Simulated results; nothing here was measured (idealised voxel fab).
Proc. module: voxel capacitor over wiring
In the cross-section labelled cut, the width is 250 nm and each square cell is 5 nm.
We lay out every cross-section as a grid of square cells and spell it out in bands from the top down, where one band means one or more rows of cells.
The entry gives the band's vertical extent as a top height and a bottom height in nm, then its horizontal make-up as materials from left to right, each with a width in nm. "empty" stands for empty space; a single material marked "all across" fills the band edge to edge.
Beneath 0, the wafer as received is one material, and that level is where height counting begins. The lowest band goes on downward without a bottom; it is written like "0 down".
It should be noted that a width expressed as "30 to 40" varies in equal increments from row to row of cells within the band, taking the value of the first number at the top row and that of the second number at the bottom row.
Given "identical to before" for a step, no cell of the cross-section differs between before and after that step.
If an empty space has no open way to the top and is at least 8 cells in size, "Closed cavity list" lists it, written width x height at distance, where distance is measured from the left edge and every value is in nm.
Formally, on a step line, whatever follows the settings is a remark that the simulator itself makes on the step.
The "overlay nm" setting may appear on a step's line; for a step that uses a mask, it gives how far to the right of its planned position the mask lay, and a negative value indicates the left.
These are the steps we planned for the process
1) RECEIVE | material Si
2) CONFORMAL_DEP | material SiO2 | thk nm 10
3) CONFORMAL_DEP | material SiCN | thk nm 5
4) DIRECTIONAL_DEP | material lowk | thk nm 20
5) PATTERN | tone open | mask id METAL_1 | material resist | width nm 30 | pitch nm 100 | thk nm 15 | overlay nm 0
6) DIRECTIONAL_ETCH | etch materials lowk | depth nm 20
7) DIRECTIONAL_ETCH | etch materials SiCN | depth nm 5
8) STRIP | etch materials resist
9) CONFORMAL_DEP | material TiN | thk nm 5
10) FILL_DEP | material W | thk nm 5
11) CMP | height nm 35
12) CONFORMAL_DEP | material SiCN | thk nm 5
13) DIRECTIONAL_DEP | material lowk | thk nm 10
14) PATTERN | tone open | mask id PLUG_1 | material resist | width nm 15 | thk nm 20 | overlay nm 0
15) DIRECTIONAL_ETCH | etch materials lowk | depth nm 10
16) DIRECTIONAL_ETCH | etch materials SiCN | depth nm 5
17) STRIP | etch materials resist
18) EPI | material Ru | thk nm 10
19) EPI | material Ru | thk nm 5
20) DIRECTIONAL_DEP | material TiN | thk nm 5
21) DIRECTIONAL_DEP | material HfO2 | thk nm 5
22) DIRECTIONAL_DEP | material TiN | thk nm 10
23) DIRECTIONAL_DEP | material aC | thk nm 10
24) PATTERN | tone cover | mask id UPPER_PLATE | material resist | width nm 75 | thk nm 30 | overlay nm 0
25) DIRECTIONAL_ETCH | etch materials aC | depth nm 10
26) STRIP | etch materials resist
27) DIRECTIONAL_ETCH | etch materials TiN | depth nm 10
28) DIRECTIONAL_ETCH | etch materials HfO2 | depth nm 5
29) STRIP | etch materials aC
30) DIRECTIONAL_DEP | material aC | thk nm 15
31) PATTERN | tone cover | mask id LOWER_PLATE | material resist | width nm 85 | thk nm 30 | overlay nm 0
32) DIRECTIONAL_ETCH | etch materials aC | depth nm 15
33) STRIP | etch materials resist
34) DIRECTIONAL_ETCH | etch materials TiN | depth nm 5
35) STRIP | etch materials aC
36) FILL_DEP | material SiO2 | thk nm 15
37) CMP | height nm 80
38) DIRECTIONAL_DEP | material aC | thk nm 10
39) PATTERN | tone open | mask id PLUG_2 | material resist | width nm 15 | thk nm 25 | overlay nm 0
40) DIRECTIONAL_ETCH | etch materials aC | depth nm 10
41) STRIP | etch materials resist
42) DIRECTIONAL_ETCH | etch materials SiO2 | depth nm 10
43) STRIP | etch materials aC
44) CONFORMAL_DEP | material TiN | thk nm 5
45) FILL_DEP | material W | thk nm 5
46) CMP | height nm 80
47) CONFORMAL_DEP | material SiCN | thk nm 5
First of two wafers, with the run carried out as planned
Cross-section of the wafer as it came to us, i.e., already through step 1
* 0 down = Si all across
* Closed cavity list: none
Cross-sectional representation of the wafer at the conclusion of step 2
* 10 to 0 = SiO2 all across
* Under the height 0 nothing was changed.
Cross-sectional representation of the wafer at the conclusion of step 3
* 15 to 10 = SiCN all across
* Under the height 10 nothing was changed.
Cross-sectional representation of the wafer at the conclusion of step 4
* 35 to 15 = lowk all across
* Under the height 15 nothing was changed.
Cross-sectional representation of the wafer at the conclusion of step 5
* 50 to 35 = resist (60)  empty (30)  resist (70)  empty (30)  resist (60)
* Under the height 35 nothing was changed.
Cross-sectional representation of the wafer at the conclusion of step 6
* 50 to 35 = resist (60)  empty (30)  resist (70)  empty (30)  resist (60)
* 35 to 15 = lowk (60)  empty (30)  lowk (70)  empty (30)  lowk (60)
* Under the height 15 nothing was changed.
Cross-sectional representation of the wafer at the conclusion of step 7
* 50 to 35 = resist (60)  empty (30)  resist (70)  empty (30)  resist (60)
* 35 to 15 = lowk (60)  empty (30)  lowk (70)  empty (30)  lowk (60)
* 15 to 10 = SiCN (60)  empty (30)  SiCN (70)  empty (30)  SiCN (60)
* Under the height 10 nothing was changed.
Cross-sectional representation of the wafer at the conclusion of step 8
* 35 to 15 = lowk (60)  empty (30)  lowk (70)  empty (30)  lowk (60)
* Under the height 15 nothing was changed.
Cross-sectional representation of the wafer at the conclusion of step 9
* 40 to 35 = TiN (65)  empty (20)  TiN (80)  empty (20)  TiN (65)
* 35 to 15 = lowk (60)  TiN (5)  empty (20)  TiN (5)  lowk (70)  TiN (5)  empty (20)  TiN (5)  lowk (60)
* 15 to 10 = SiCN (60)  TiN (30)  SiCN (70)  TiN (30)  SiCN (60)
* Under the height 10 nothing was changed.
Cross-sectional representation of the wafer at the conclusion of step 10
* 45 to 40 = W all across
* 40 to 35 = TiN (65)  W (20)  TiN (80)  W (20)  TiN (65)
* 35 to 15 = lowk (60)  TiN (5)  W (20)  TiN (5)  lowk (70)  TiN (5)  W (20)  TiN (5)  lowk (60)
* Under the height 15 nothing was changed.
Cross-sectional representation of the wafer at the conclusion of step 11
* 35 to 15 = lowk (60)  TiN (5)  W (20)  TiN (5)  lowk (70)  TiN (5)  W (20)  TiN (5)  lowk (60)
* Under the height 15 nothing was changed.
Cross-sectional representation of the wafer at the conclusion of step 12
* 40 to 35 = SiCN all across
* Under the height 35 nothing was changed.
Cross-sectional representation of the wafer at the conclusion of step 13
* 50 to 40 = lowk all across
* Under the height 40 nothing was changed.
Cross-sectional representation of the wafer at the conclusion of step 14
* 70 to 50 = resist (75)  empty (15)  resist (160)
* Under the height 50 nothing was changed.
Cross-sectional representation of the wafer at the conclusion of step 15
* 70 to 50 = resist (75)  empty (15)  resist (160)
* 50 to 40 = lowk (75)  empty (15)  lowk (160)
* Under the height 40 nothing was changed.
Cross-sectional representation of the wafer at the conclusion of step 16
* 70 to 50 = resist (75)  empty (15)  resist (160)
* 50 to 40 = lowk (75)  empty (15)  lowk (160)
* 40 to 35 = SiCN (75)  empty (15)  SiCN (160)
* Under the height 35 nothing was changed.
Cross-sectional representation of the wafer at the conclusion of step 17
* 50 to 40 = lowk (75)  empty (15)  lowk (160)
* Under the height 40 nothing was changed.
Cross-sectional representation of the wafer at the conclusion of step 18
* 50 to 45 = lowk (75)  empty (15)  lowk (160)
* 45 to 40 = lowk (75)  Ru (15)  lowk (160)
* 40 to 35 = SiCN (75)  Ru (15)  SiCN (160)
* Under the height 35 nothing was changed.
Cross-sectional representation of the wafer at the conclusion of step 19
* 50 to 40 = lowk (75)  Ru (15)  lowk (160)
* Under the height 40 nothing was changed.
Cross-sectional representation of the wafer at the conclusion of step 20
* 55 to 50 = TiN all across
* Under the height 50 nothing was changed.
Cross-sectional representation of the wafer at the conclusion of step 21
* 60 to 55 = HfO2 all across
* Under the height 55 nothing was changed.
Cross-sectional representation of the wafer at the conclusion of step 22
* 70 to 60 = TiN all across
* Under the height 60 nothing was changed.
Cross-sectional representation of the wafer at the conclusion of step 23
* 80 to 70 = aC all across
* Under the height 70 nothing was changed.
Cross-sectional representation of the wafer at the conclusion of step 24
* 110 to 80 = empty (75)  resist (75)  empty (100)
* Under the height 80 nothing was changed.
Cross-sectional representation of the wafer at the conclusion of step 25
* 100 to 80 = empty (75)  resist (75)  empty (100)
* 80 to 70 = empty (75)  aC (75)  empty (100)
* Under the height 70 nothing was changed.
Cross-sectional representation of the wafer at the conclusion of step 26
* 80 to 70 = empty (75)  aC (75)  empty (100)
* Under the height 70 nothing was changed.
Cross-sectional representation of the wafer at the conclusion of step 27
* 80 to 70 = empty (75)  aC (75)  empty (100)
* 70 to 60 = empty (75)  TiN (75)  empty (100)
* Under the height 60 nothing was changed.
Cross-sectional representation of the wafer at the conclusion of step 28
* 80 to 70 = empty (75)  aC (75)  empty (100)
* 70 to 60 = empty (75)  TiN (75)  empty (100)
* 60 to 55 = empty (75)  HfO2 (75)  empty (100)
* Under the height 55 nothing was changed.
Cross-sectional representation of the wafer at the conclusion of step 29
* 70 to 60 = empty (75)  TiN (75)  empty (100)
* Under the height 60 nothing was changed.
Cross-sectional representation of the wafer at the conclusion of step 30
* 85 to 70 = empty (75)  aC (75)  empty (100)
* 70 to 60 = aC (75)  TiN (75)  aC (100)
* 60 to 55 = aC (75)  HfO2 (75)  aC (100)
* Under the height 55 nothing was changed.
Cross-sectional representation of the wafer at the conclusion of step 31
* 115 to 85 = empty (70)  resist (85)  empty (95)
* 85 to 70 = empty (70)  resist (5)  aC (75)  resist (5)  empty (95)
* Under the height 70 nothing was changed.
Cross-sectional representation of the wafer at the conclusion of step 32
* 100 to 85 = empty (70)  resist (85)  empty (95)
* 85 to 70 = empty (70)  resist (5)  aC (75)  resist (5)  empty (95)
* 70 to 60 = empty (70)  aC (5)  TiN (75)  aC (5)  empty (95)
* 60 to 55 = empty (70)  aC (5)  HfO2 (75)  aC (5)  empty (95)
* Under the height 55 nothing was changed.
Cross-sectional representation of the wafer at the conclusion of step 33
* 85 to 70 = empty (75)  aC (75)  empty (100)
* Under the height 70 nothing was changed.
Cross-sectional representation of the wafer at the conclusion of step 34
* 85 to 70 = empty (75)  aC (75)  empty (100)
* 70 to 60 = empty (70)  aC (5)  TiN (75)  aC (5)  empty (95)
* 60 to 55 = empty (70)  aC (5)  HfO2 (75)  aC (5)  empty (95)
* 55 to 50 = empty (70)  TiN (85)  empty (95)
* Under the height 50 nothing was changed.
Cross-sectional representation of the wafer at the conclusion of step 35
* 70 to 60 = empty (75)  TiN (75)  empty (100)
* 60 to 55 = empty (75)  HfO2 (75)  empty (100)
* Under the height 55 nothing was changed.
Cross-sectional representation of the wafer at the conclusion of step 36
* 85 to 70 = SiO2 all across
* 70 to 60 = SiO2 (75)  TiN (75)  SiO2 (100)
* 60 to 55 = SiO2 (75)  HfO2 (75)  SiO2 (100)
* 55 to 50 = SiO2 (70)  TiN (85)  SiO2 (95)
* Under the height 50 nothing was changed.
Cross-sectional representation of the wafer at the conclusion of step 37
* 80 to 70 = SiO2 all across
* Under the height 70 nothing was changed.
Cross-sectional representation of the wafer at the conclusion of step 38
* 90 to 80 = aC all across
* Under the height 80 nothing was changed.
Cross-sectional representation of the wafer at the conclusion of step 39
* 115 to 90 = resist (85)  empty (15)  resist (150)
* Under the height 90 nothing was changed.
Cross-sectional representation of the wafer at the conclusion of step 40
* 105 to 90 = resist (85)  empty (15)  resist (150)
* 90 to 80 = aC (85)  empty (15)  aC (150)
* Under the height 80 nothing was changed.
Cross-sectional representation of the wafer at the conclusion of step 41
* 90 to 80 = aC (85)  empty (15)  aC (150)
* Under the height 80 nothing was changed.
Cross-sectional representation of the wafer at the conclusion of step 42
* 90 to 80 = aC (85)  empty (15)  aC (150)
* 80 to 70 = SiO2 (85)  empty (15)  SiO2 (150)
* Under the height 70 nothing was changed.
Cross-sectional representation of the wafer at the conclusion of step 43
* 80 to 70 = SiO2 (85)  empty (15)  SiO2 (150)
* Under the height 70 nothing was changed.
Cross-sectional representation of the wafer at the conclusion of step 44
* 85 to 80 = TiN (90)  empty (5)  TiN (155)
* 80 to 75 = SiO2 (85)  TiN (5)  empty (5)  TiN (5)  SiO2 (150)
* 75 to 70 = SiO2 (85)  TiN (15)  SiO2 (150)
* Under the height 70 nothing was changed.
Cross-sectional representation of the wafer at the conclusion of step 45
* 90 to 85 = W all across
* 85 to 80 = TiN (90)  W (5)  TiN (155)
* 80 to 75 = SiO2 (85)  TiN (5)  W (5)  TiN (5)  SiO2 (150)
* Under the height 75 nothing was changed.
Cross-sectional representation of the wafer at the conclusion of step 46
* 80 to 75 = SiO2 (85)  TiN (5)  W (5)  TiN (5)  SiO2 (150)
* Under the height 75 nothing was changed.
Cross-sectional representation of the wafer at the conclusion of step 47
* 85 to 80 = SiCN all across
* Under the height 80 nothing was changed.
The second wafer began exactly as the first did and followed the same plan, but one mistake was made while running it; through step 17 inclusive, the two wafers are identical
Cross-section: second wafer, time at which step 18 was scheduled to end
* 55 to 50 = empty (70)  Ru (25)  empty (155)
* 50 to 40 = lowk (75)  Ru (15)  lowk (160)
* 40 to 35 = SiCN (75)  Ru (15)  SiCN (160)
* Under the height 35 nothing was changed.
Cross-section: second wafer, time at which step 19 was scheduled to end
* 60 to 50 = empty (65)  Ru (35)  empty (150)
* Under the height 50 nothing was changed.
Cross-section: second wafer, time at which step 20 was scheduled to end
* 65 to 60 = empty (65)  TiN (35)  empty (150)
* 60 to 55 = empty (65)  Ru (35)  empty (150)
* 55 to 50 = TiN (65)  Ru (35)  TiN (150)
* Under the height 50 nothing was changed.
Cross-section: second wafer, time at which step 21 was scheduled to end
* 70 to 65 = empty (65)  HfO2 (35)  empty (150)
* 65 to 60 = empty (65)  TiN (35)  empty (150)
* 60 to 55 = HfO2 (65)  Ru (35)  HfO2 (150)
* Under the height 55 nothing was changed.
Cross-section: second wafer, time at which step 22 was scheduled to end
* 80 to 70 = empty (65)  TiN (35)  empty (150)
* 70 to 65 = TiN (65)  HfO2 (35)  TiN (150)
* 65 to 60 = TiN all across
* Under the height 60 nothing was changed.
Cross-section: second wafer, time at which step 23 was scheduled to end
* 90 to 80 = empty (65)  aC (35)  empty (150)
* 80 to 70 = aC (65)  TiN (35)  aC (150)
* Under the height 70 nothing was changed.
Cross-section: second wafer, time at which step 24 was scheduled to end
* 120 to 90 = empty (75)  resist (75)  empty (100)
* 90 to 80 = empty (65)  aC (35)  resist (50)  empty (100)
* Under the height 80 nothing was changed.
Cross-section: second wafer, time at which step 25 was scheduled to end
* 110 to 90 = empty (75)  resist (75)  empty (100)
* 90 to 80 = empty (75)  aC (25)  resist (50)  empty (100)
* 80 to 70 = empty (65)  TiN (35)  aC (50)  empty (100)
* Under the height 70 nothing was changed.
Cross-section: second wafer, time at which step 26 was scheduled to end
* 90 to 80 = empty (75)  aC (25)  empty (150)
* Under the height 80 nothing was changed.
Cross-section: second wafer, time at which step 27 was scheduled to end
* 90 to 80 = empty (75)  aC (25)  empty (150)
* 80 to 70 = empty (75)  TiN (25)  aC (50)  empty (100)
* 70 to 65 = empty (65)  HfO2 (35)  TiN (50)  empty (100)
* 65 to 60 = empty (65)  TiN (85)  empty (100)
* Under the height 60 nothing was changed.
Cross-section: second wafer, time at which step 28 was scheduled to end
* 90 to 80 = empty (75)  aC (25)  empty (150)
* 80 to 70 = empty (75)  TiN (25)  aC (50)  empty (100)
* 70 to 65 = empty (75)  HfO2 (25)  TiN (50)  empty (100)
* 65 to 60 = empty (65)  TiN (85)  empty (100)
* 60 to 55 = empty (65)  Ru (35)  HfO2 (50)  empty (100)
* Under the height 55 nothing was changed.
Cross-section: second wafer, time at which step 29 was scheduled to end
* 80 to 70 = empty (75)  TiN (25)  empty (150)
* Under the height 70 nothing was changed.
Cross-section: second wafer, time at which step 30 was scheduled to end
* 95 to 85 = empty (75)  aC (25)  empty (150)
* 85 to 80 = empty (75)  aC (75)  empty (100)
* 80 to 70 = empty (65)  aC (10)  TiN (25)  aC (50)  empty (100)
* 70 to 65 = aC (75)  HfO2 (25)  TiN (50)  aC (100)
* 65 to 60 = aC (65)  TiN (85)  aC (100)
* 60 to 55 = aC (65)  Ru (35)  HfO2 (50)  aC (100)
* Under the height 55 nothing was changed.
Cross-section: second wafer, time at which step 31 was scheduled to end
* 125 to 95 = empty (70)  resist (85)  empty (95)
* 95 to 85 = empty (70)  resist (5)  aC (25)  resist (55)  empty (95)
* 85 to 80 = empty (70)  resist (5)  aC (75)  resist (5)  empty (95)
* 80 to 70 = empty (65)  aC (10)  TiN (25)  aC (50)  resist (5)  empty (95)
* Under the height 70 nothing was changed.
Cross-section: second wafer, time at which step 32 was scheduled to end
* 110 to 95 = empty (70)  resist (85)  empty (95)
* 95 to 85 = empty (70)  resist (5)  aC (25)  resist (55)  empty (95)
* 85 to 80 = empty (70)  resist (5)  aC (75)  resist (5)  empty (95)
* 80 to 70 = empty (70)  aC (5)  TiN (25)  aC (50)  resist (5)  empty (95)
* 70 to 65 = empty (70)  aC (5)  HfO2 (25)  TiN (50)  aC (5)  empty (95)
* 65 to 60 = empty (65)  TiN (85)  aC (5)  empty (95)
* 60 to 55 = empty (65)  Ru (35)  HfO2 (50)  aC (5)  empty (95)
* Under the height 55 nothing was changed.
Cross-section: second wafer, time at which step 33 was scheduled to end
* 95 to 85 = empty (75)  aC (25)  empty (150)
* 85 to 80 = empty (75)  aC (75)  empty (100)
* 80 to 70 = empty (70)  aC (5)  TiN (25)  aC (50)  empty (100)
* Under the height 70 nothing was changed.
Cross-section: second wafer, time at which step 34 was scheduled to end
* 95 to 85 = empty (75)  aC (25)  empty (150)
* 85 to 80 = empty (75)  aC (75)  empty (100)
* 80 to 70 = empty (70)  aC (5)  TiN (25)  aC (50)  empty (100)
* 70 to 65 = empty (70)  aC (5)  HfO2 (25)  TiN (50)  aC (5)  empty (95)
* 65 to 60 = empty (70)  TiN (80)  aC (5)  empty (95)
* 60 to 55 = empty (65)  Ru (35)  HfO2 (50)  aC (5)  empty (95)
* 55 to 50 = empty (65)  Ru (35)  TiN (55)  empty (95)
* Under the height 50 nothing was changed.
Cross-section: second wafer, time at which step 35 was scheduled to end
* 80 to 70 = empty (75)  TiN (25)  empty (150)
* 70 to 65 = empty (75)  HfO2 (25)  TiN (50)  empty (100)
* 65 to 60 = empty (70)  TiN (80)  empty (100)
* 60 to 55 = empty (65)  Ru (35)  HfO2 (50)  empty (100)
* Under the height 55 nothing was changed.
Cross-section: second wafer, time at which step 36 was scheduled to end
* 95 to 80 = SiO2 all across
* 80 to 70 = SiO2 (75)  TiN (25)  SiO2 (150)
* 70 to 65 = SiO2 (75)  HfO2 (25)  TiN (50)  SiO2 (100)
* 65 to 60 = SiO2 (70)  TiN (80)  SiO2 (100)
* 60 to 55 = SiO2 (65)  Ru (35)  HfO2 (50)  SiO2 (100)
* 55 to 50 = SiO2 (65)  Ru (35)  TiN (55)  SiO2 (95)
* Under the height 50 nothing was changed.
Cross-section: second wafer, time at which step 37 was scheduled to end
* 80 to 70 = SiO2 (75)  TiN (25)  SiO2 (150)
* Under the height 70 nothing was changed.
Cross-section: second wafer, time at which step 38 was scheduled to end
* 90 to 80 = aC all across
* Under the height 80 nothing was changed.
Cross-section: second wafer, time at which step 39 was scheduled to end
* 115 to 90 = resist (85)  empty (15)  resist (150)
* Under the height 90 nothing was changed.
Cross-section: second wafer, time at which step 40 was scheduled to end
* 105 to 90 = resist (85)  empty (15)  resist (150)
* 90 to 80 = aC (85)  empty (15)  aC (150)
* Under the height 80 nothing was changed.
Cross-section: second wafer, time at which step 41 was scheduled to end
* 90 to 80 = aC (85)  empty (15)  aC (150)
* Under the height 80 nothing was changed.
Cross-section: second wafer, time at which step 42 was scheduled to end: identical to before
Cross-section: second wafer, time at which step 43 was scheduled to end
* 80 to 70 = SiO2 (75)  TiN (25)  SiO2 (150)
* Under the height 70 nothing was changed.
Cross-section: second wafer, time at which step 44 was scheduled to end
* 85 to 80 = TiN all across
* Under the height 80 nothing was changed.
Cross-section: second wafer, time at which step 45 was scheduled to end
* 90 to 85 = W all across
* Under the height 85 nothing was changed.
Cross-section: second wafer, time at which step 46 was scheduled to end
* 80 to 70 = SiO2 (75)  TiN (25)  SiO2 (150)
* Under the height 70 nothing was changed.
Cross-section: second wafer, time at which step 47 was scheduled to end
* 85 to 80 = SiCN all across
* Under the height 80 nothing was changed.
Processing error: step 18 was run twice
Final difference in cells, second wafer against first, listed per material as more or fewer: Ru: 14 more; SiO2: 8 fewer; TiN: 5 fewer; W: 1 fewer
